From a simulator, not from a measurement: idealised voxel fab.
The following is a process module called voxel capacitor over wiring.
The cross-section on display is named cut; it measures 275 nm wide, and its cells are 5 nm squares.
Cross-section format: a grid of square cells, given as bands from top to bottom; each band is one or more rows of cells. Look at the band entry: it leads with the top's height and the bottom's height in nm. Then it lists the materials left to right, with a width in nm for each. The word "edge to edge" on a single material says that material fills the band edge to edge. The word "air" is empty space. Heights from 0 (as-received wafer is one material below). Bottom band endless downward, as "top 0, no bottom". When a width is written as two numbers, as in "30->40", the first number is the width in the top row of cells of the band and the second is the width in its bottom row, and the width changes by the same amount from each row to the next. Basically "nothing was modified" means that step didn't change any cell in the cross-section. "Listed closed voids" means: voids of 8 cells or more that are shut off from the top with no open way through. Written width x height at distance, distance from the left edge, in nm. Post-settings text on a step line: simulator's own remark regarding the step. When a step includes a mask, the "overlay nm" setting on its line states how far to the right of its planned place that mask lay, and negative values state how far to the left.
These are the steps we planned for the process
1,RECEIVE: material Si
2,CONFORMAL_DEP: material SiO2, thk nm 15
3,DIRECTIONAL_DEP: material TiN, thk nm 5
4,DIRECTIONAL_DEP: material W, thk nm 15
5,MASKED_ETCH: tone cover, mask id METAL_1, width nm 30, pitch nm 100, etch materials W, depth nm 15, overlay nm 0
6,MASKED_ETCH: tone cover, mask id METAL_1, width nm 30, pitch nm 100, etch materials TiN, depth nm 5, overlay nm 0
7,FILL_DEP: material SiO2, thk nm 10
8,CMP: height nm 35
9,CONFORMAL_DEP: material SiCN, thk nm 5
10,DIRECTIONAL_DEP: material lowk, thk nm 10
11,PATTERN: tone open, mask id PLUG_1, material resist, width nm 15, thk nm 15, overlay nm 0
12,DIRECTIONAL_ETCH: etch materials lowk, depth nm 10
13,DIRECTIONAL_ETCH: etch materials SiCN, depth nm 5
14,STRIP: etch materials resist
15,EPI: material Ru, thk nm 10
16,EPI: material Ru, thk nm 5
17,DIRECTIONAL_DEP: material TiN, thk nm 10
18,DIRECTIONAL_DEP: material SiN, thk nm 5
19,DIRECTIONAL_DEP: material TiN, thk nm 5
20,DIRECTIONAL_DEP: material aC, thk nm 10
21,PATTERN: tone cover, mask id UPPER_PLATE, material resist, width nm 75, thk nm 25, overlay nm 0
22,DIRECTIONAL_ETCH: etch materials aC, depth nm 10
23,STRIP: etch materials resist
24,DIRECTIONAL_ETCH: etch materials TiN, depth nm 5
25,DIRECTIONAL_ETCH: etch materials SiN, depth nm 5
26,STRIP: etch materials aC
27,MASKED_ETCH: tone cover, mask id LOWER_PLATE, width nm 85, etch materials TiN, depth nm 10, overlay nm 0
28,FILL_DEP: material SiO2, thk nm 20
29,CMP: height nm 85
30,MASKED_ETCH: tone open, mask id PLUG_2, width nm 15, etch materials SiO2, depth nm 15, overlay nm 0
31,CONFORMAL_DEP: material TiN, thk nm 5
32,FILL_DEP: material Ru, thk nm 5
33,CMP: height nm 85
34,CONFORMAL_DEP: material SiN, thk nm 5
First of the two wafers, run per plan
This is the cross-section of the wafer as we received it, i.e. after step 1
  top 0, no bottom  Si edge to edge
  Listed closed voids: none
Wafer after step 2 (cross-section)
  top 15, bottom 0  SiO2 edge to edge
  Under 0: no change, same as before.
Wafer after step 3 (cross-section)
  top 20, bottom 15  TiN edge to edge
  Under 15: no change, same as before.
Wafer after step 4 (cross-section)
  top 35, bottom 20  W edge to edge
  Under 20: no change, same as before.
Wafer after step 5 (cross-section)
  top 35, bottom 20  air: 70; W: 30; air: 70; W: 30; air: 75
  Under 20: no change, same as before.
Wafer after step 6 (cross-section)
  top 35, bottom 20  air: 70; W: 30; air: 70; W: 30; air: 75
  top 20, bottom 15  air: 70; TiN: 30; air: 70; TiN: 30; air: 75
  Under 15: no change, same as before.
Wafer after step 7 (cross-section)
  top 45, bottom 35  SiO2 edge to edge
  top 35, bottom 20  SiO2: 70; W: 30; SiO2: 70; W: 30; SiO2: 75
  top 20, bottom 15  SiO2: 70; TiN: 30; SiO2: 70; TiN: 30; SiO2: 75
  Under 15: no change, same as before.
Wafer after step 8 (cross-section)
  top 35, bottom 20  SiO2: 70; W: 30; SiO2: 70; W: 30; SiO2: 75
  Under 20: no change, same as before.
Wafer after step 9 (cross-section)
  top 40, bottom 35  SiCN edge to edge
  Under 35: no change, same as before.
Wafer after step 10 (cross-section)
  top 50, bottom 40  lowk edge to edge
  Under 40: no change, same as before.
Wafer after step 11 (cross-section)
  top 65, bottom 50  resist: 85; air: 15; resist: 175
  Under 50: no change, same as before.
Wafer after step 12 (cross-section)
  top 65, bottom 50  resist: 85; air: 15; resist: 175
  top 50, bottom 40  lowk: 85; air: 15; lowk: 175
  Under 40: no change, same as before.
Wafer after step 13 (cross-section)
  top 65, bottom 50  resist: 85; air: 15; resist: 175
  top 50, bottom 40  lowk: 85; air: 15; lowk: 175
  top 40, bottom 35  SiCN: 85; air: 15; SiCN: 175
  Under 35: no change, same as before.
Wafer after step 14 (cross-section)
  top 50, bottom 40  lowk: 85; air: 15; lowk: 175
  Under 40: no change, same as before.
Wafer after step 15 (cross-section)
  top 50, bottom 45  lowk: 85; air: 15; lowk: 175
  top 45, bottom 40  lowk: 85; Ru: 15; lowk: 175
  top 40, bottom 35  SiCN: 85; Ru: 15; SiCN: 175
  Under 35: no change, same as before.
Wafer after step 16 (cross-section)
  top 50, bottom 40  lowk: 85; Ru: 15; lowk: 175
  Under 40: no change, same as before.
Wafer after step 17 (cross-section)
  top 60, bottom 50  TiN edge to edge
  Under 50: no change, same as before.
Wafer after step 18 (cross-section)
  top 65, bottom 60  SiN edge to edge
  Under 60: no change, same as before.
Wafer after step 19 (cross-section)
  top 70, bottom 65  TiN edge to edge
  Under 65: no change, same as before.
Wafer after step 20 (cross-section)
  top 80, bottom 70  aC edge to edge
  Under 70: no change, same as before.
Wafer after step 21 (cross-section)
  top 105, bottom 80  air: 85; resist: 75; air: 115
  Under 80: no change, same as before.
Wafer after step 22 (cross-section)
  top 95, bottom 80  air: 85; resist: 75; air: 115
  top 80, bottom 70  air: 85; aC: 75; air: 115
  Under 70: no change, same as before.
Wafer after step 23 (cross-section)
  top 80, bottom 70  air: 85; aC: 75; air: 115
  Under 70: no change, same as before.
Wafer after step 24 (cross-section)
  top 80, bottom 70  air: 85; aC: 75; air: 115
  top 70, bottom 65  air: 85; TiN: 75; air: 115
  Under 65: no change, same as before.
Wafer after step 25 (cross-section)
  top 80, bottom 70  air: 85; aC: 75; air: 115
  top 70, bottom 65  air: 85; TiN: 75; air: 115
  top 65, bottom 60  air: 85; SiN: 75; air: 115
  Under 60: no change, same as before.
Wafer after step 26 (cross-section)
  top 70, bottom 65  air: 85; TiN: 75; air: 115
  Under 65: no change, same as before.
Wafer after step 27 (cross-section)
  top 70, bottom 65  air: 85; TiN: 75; air: 115
  top 65, bottom 60  air: 85; SiN: 75; air: 115
  top 60, bottom 50  air: 80; TiN: 85; air: 110
  Under 50: no change, same as before.
Wafer after step 28 (cross-section)
  top 90, bottom 70  SiO2 edge to edge
  top 70, bottom 65  SiO2: 85; TiN: 75; SiO2: 115
  top 65, bottom 60  SiO2: 85; SiN: 75; SiO2: 115
  top 60, bottom 50  SiO2: 80; TiN: 85; SiO2: 110
  Under 50: no change, same as before.
Wafer after step 29 (cross-section)
  top 85, bottom 70  SiO2 edge to edge
  Under 70: no change, same as before.
Wafer after step 30 (cross-section)
  top 85, bottom 70  SiO2: 95; air: 15; SiO2: 165
  Under 70: no change, same as before.
Wafer after step 31 (cross-section)
  top 90, bottom 85  TiN: 100; air: 5; TiN: 170
  top 85, bottom 75  SiO2: 95; TiN: 5; air: 5; TiN: 5; SiO2: 165
  top 75, bottom 65  SiO2: 95->85; TiN: 15->75; SiO2: 165->115
  Under 65: no change, same as before.
Wafer after step 32 (cross-section)
  top 95, bottom 90  Ru edge to edge
  top 90, bottom 85  TiN: 100; Ru: 5; TiN: 170
  top 85, bottom 75  SiO2: 95; TiN: 5; Ru: 5; TiN: 5; SiO2: 165
  Under 75: no change, same as before.
Wafer after step 33 (cross-section)
  top 85, bottom 75  SiO2: 95; TiN: 5; Ru: 5; TiN: 5; SiO2: 165
  Under 75: no change, same as before.
Wafer after step 34 (cross-section)
  top 90, bottom 85  SiN edge to edge
  Under 85: no change, same as before.
The second wafer was prepared from the same starting point and under the same plan as the first; its processing contained one mistake, and it remains indistinguishable from the first wafer up to and including step 10
Cross-section of the second wafer corresponding to the planned conclusion of step 11
  top 65, bottom 50  air: 85; resist: 15; air: 175
  Under 50: no change, same as before.
Cross-section of the second wafer corresponding to the planned conclusion of step 12
  top 65, bottom 50  air: 85; resist: 15; air: 175
  top 50, bottom 40  air: 85; lowk: 15; air: 175
  Under 40: no change, same as before.
Cross-section of the second wafer corresponding to the planned conclusion of step 13
  top 65, bottom 50  air: 85; resist: 15; air: 175
  top 50, bottom 40  air: 85; lowk: 15; air: 175
  top 40, bottom 35  air: 85; SiCN: 15; air: 175
  Under 35: no change, same as before.
Cross-section of the second wafer corresponding to the planned conclusion of step 14
  top 50, bottom 40  air: 85; lowk: 15; air: 175
  Under 40: no change, same as before.
Cross-section of the second wafer corresponding to the planned conclusion of step 15
  top 50, bottom 45  air: 85; lowk: 15; air: 175
  top 45, bottom 40  air: 60; Ru: 25; lowk: 15; air: 60; Ru: 50; air: 65
  top 40, bottom 35  air: 60; Ru: 25; SiCN: 15; air: 60; Ru: 50; air: 65
  Under 35: no change, same as before.
Cross-section of the second wafer corresponding to the planned conclusion of step 16
  top 50, bottom 40  air: 55; Ru: 30; lowk: 15; air: 55; Ru: 60; air: 60
  top 40, bottom 35  air: 55; Ru: 30; SiCN: 15; air: 55; Ru: 60; air: 60
  Under 35: no change, same as before.
Cross-section of the second wafer corresponding to the planned conclusion of step 17
  top 60, bottom 50  air: 55; TiN: 45; air: 55; TiN: 60; air: 60
  top 50, bottom 45  air: 55; Ru: 30; lowk: 15; air: 55; Ru: 60; air: 60
  top 45, bottom 40  TiN: 55; Ru: 30; lowk: 15; TiN: 55; Ru: 60; TiN: 60
  top 40, bottom 35  TiN: 55; Ru: 30; SiCN: 15; TiN: 55; Ru: 60; TiN: 60
  Under 35: no change, same as before.
Cross-section of the second wafer corresponding to the planned conclusion of step 18
  top 65, bottom 60  air: 55; SiN: 45; air: 55; SiN: 60; air: 60
  top 60, bottom 50  air: 55; TiN: 45; air: 55; TiN: 60; air: 60
  top 50, bottom 45  SiN: 55; Ru: 30; lowk: 15; SiN: 55; Ru: 60; SiN: 60
  Under 45: no change, same as before.
Cross-section of the second wafer corresponding to the planned conclusion of step 19
  top 70, bottom 65  air: 55; TiN: 45; air: 55; TiN: 60; air: 60
  top 65, bottom 60  air: 55; SiN: 45; air: 55; SiN: 60; air: 60
  top 60, bottom 55  air: 55; TiN: 45; air: 55; TiN: 60; air: 60
  top 55, bottom 50  TiN edge to edge
  Under 50: no change, same as before.
Cross-section of the second wafer corresponding to the planned conclusion of step 20
  top 80, bottom 70  air: 55; aC: 45; air: 55; aC: 60; air: 60
  top 70, bottom 65  air: 55; TiN: 45; air: 55; TiN: 60; air: 60
  top 65, bottom 60  aC: 55; SiN: 45; aC: 55; SiN: 60; aC: 60
  top 60, bottom 55  aC: 55; TiN: 45; aC: 55; TiN: 60; aC: 60
  Under 55: no change, same as before.
Cross-section of the second wafer corresponding to the planned conclusion of step 21
  top 105, bottom 80  air: 85; resist: 75; air: 115
  top 80, bottom 70  air: 55; aC: 45; resist: 55; aC: 60; air: 60
  top 70, bottom 65  air: 55; TiN: 45; resist: 55; TiN: 60; air: 60
  Under 65: no change, same as before.
Cross-section of the second wafer corresponding to the planned conclusion of step 22
  top 95, bottom 80  air: 85; resist: 75; air: 115
  top 80, bottom 70  air: 85; aC: 15; resist: 55; aC: 5; air: 115
  top 70, bottom 65  air: 55; TiN: 45; resist: 55; TiN: 60; air: 60
  top 65, bottom 60  air: 55; SiN: 45; aC: 55; SiN: 60; air: 60
  top 60, bottom 55  air: 55; TiN: 45; aC: 55; TiN: 60; air: 60
  Under 55: no change, same as before.
Cross-section of the second wafer corresponding to the planned conclusion of step 23
  top 80, bottom 70  air: 85; aC: 15; air: 55; aC: 5; air: 115
  top 70, bottom 65  air: 55; TiN: 45; air: 55; TiN: 60; air: 60
  Under 65: no change, same as before.
Cross-section of the second wafer corresponding to the planned conclusion of step 24
  top 80, bottom 70  air: 85; aC: 15; air: 55; aC: 5; air: 115
  top 70, bottom 65  air: 85; TiN: 15; air: 55; TiN: 5; air: 115
  top 65, bottom 60  air: 55; SiN: 45; aC: 55; SiN: 60; air: 60
  top 60, bottom 55  air: 55; TiN: 45; aC: 55; TiN: 60; air: 60
  top 55, bottom 50  air: 55; TiN: 160; air: 60
  Under 50: no change, same as before.
Cross-section of the second wafer corresponding to the planned conclusion of step 25
  top 80, bottom 70  air: 85; aC: 15; air: 55; aC: 5; air: 115
  top 70, bottom 65  air: 85; TiN: 15; air: 55; TiN: 5; air: 115
  top 65, bottom 60  air: 85; SiN: 15; aC: 55; SiN: 5; air: 115
  top 60, bottom 55  air: 55; TiN: 45; aC: 55; TiN: 60; air: 60
  top 55, bottom 50  air: 55; TiN: 160; air: 60
  top 50, bottom 45  air: 55; Ru: 30; lowk: 15; SiN: 55; Ru: 60; air: 60
  Under 45: no change, same as before.
Cross-section of the second wafer corresponding to the planned conclusion of step 26
  top 70, bottom 65  air: 85; TiN: 15; air: 55; TiN: 5; air: 115
  top 65, bottom 60  air: 85; SiN: 15; air: 55; SiN: 5; air: 115
  top 60, bottom 55  air: 55; TiN: 45; air: 55; TiN: 60; air: 60
  Under 55: no change, same as before.
Cross-section of the second wafer corresponding to the planned conclusion of step 27
  top 70, bottom 65  air: 85; TiN: 15; air: 55; TiN: 5; air: 115
  top 65, bottom 60  air: 85; SiN: 15; air: 55; SiN: 5; air: 115
  top 60, bottom 55  air: 80; TiN: 20; air: 55; TiN: 10; air: 110
  top 55, bottom 50  air: 80; TiN: 85; air: 110
  top 50, bottom 45  air: 55; Ru: 30; lowk: 15; SiN: 55; Ru: 60; air: 60
  top 45, bottom 40  air: 55; Ru: 30; lowk: 15; TiN: 55; Ru: 60; air: 60
  top 40, bottom 35  air: 55; Ru: 30; SiCN: 15; TiN: 55; Ru: 60; air: 60
  Under 35: no change, same as before.
Cross-section of the second wafer corresponding to the planned conclusion of step 28
  top 90, bottom 70  SiO2 edge to edge
  top 70, bottom 65  SiO2: 85; TiN: 15; SiO2: 55; TiN: 5; SiO2: 115
  top 65, bottom 60  SiO2: 85; SiN: 15; SiO2: 55; SiN: 5; SiO2: 115
  top 60, bottom 55  SiO2: 80; TiN: 20; SiO2: 55; TiN: 10; SiO2: 110
  top 55, bottom 50  SiO2: 80; TiN: 85; SiO2: 110
  top 50, bottom 45  SiO2: 55; Ru: 30; lowk: 15; SiN: 55; Ru: 60; SiO2: 60
  top 45, bottom 40  SiO2: 55; Ru: 30; lowk: 15; TiN: 55; Ru: 60; SiO2: 60
  top 40, bottom 35  SiO2: 55; Ru: 30; SiCN: 15; TiN: 55; Ru: 60; SiO2: 60
  Under 35: no change, same as before.
Cross-section of the second wafer corresponding to the planned conclusion of step 29
  top 85, bottom 70  SiO2 edge to edge
  Under 70: no change, same as before.
Cross-section of the second wafer corresponding to the planned conclusion of step 30
  top 85, bottom 70  SiO2: 95; air: 15; SiO2: 165
  Under 70: no change, same as before.
Cross-section of the second wafer corresponding to the planned conclusion of step 31
  top 90, bottom 85  TiN: 100; air: 5; TiN: 170
  top 85, bottom 75  SiO2: 95; TiN: 5; air: 5; TiN: 5; SiO2: 165
  top 75, bottom 70  SiO2: 95; TiN: 15; SiO2: 165
  Under 70: no change, same as before.
Cross-section of the second wafer corresponding to the planned conclusion of step 32
  top 95, bottom 90  Ru edge to edge
  top 90, bottom 85  TiN: 100; Ru: 5; TiN: 170
  top 85, bottom 75  SiO2: 95; TiN: 5; Ru: 5; TiN: 5; SiO2: 165
  Under 75: no change, same as before.
Cross-section of the second wafer corresponding to the planned conclusion of step 33
  top 85, bottom 75  SiO2: 95; TiN: 5; Ru: 5; TiN: 5; SiO2: 165
  Under 75: no change, same as before.
Cross-section of the second wafer corresponding to the planned conclusion of step 34
  top 90, bottom 85  SiN edge to edge
  Under 85: no change, same as before.
Error vs. plan: so step 11 ended up running with a different setting than we planned, it ran as PATTERN: tone cover, mask id PLUG_1, material resist, width nm 15, thk nm 15, overlay nm 0
The final cell counts differ between the wafers, with the second having more or fewer of some materials than the first: Ru +45; SiCN -49; SiO2 +102; lowk -98
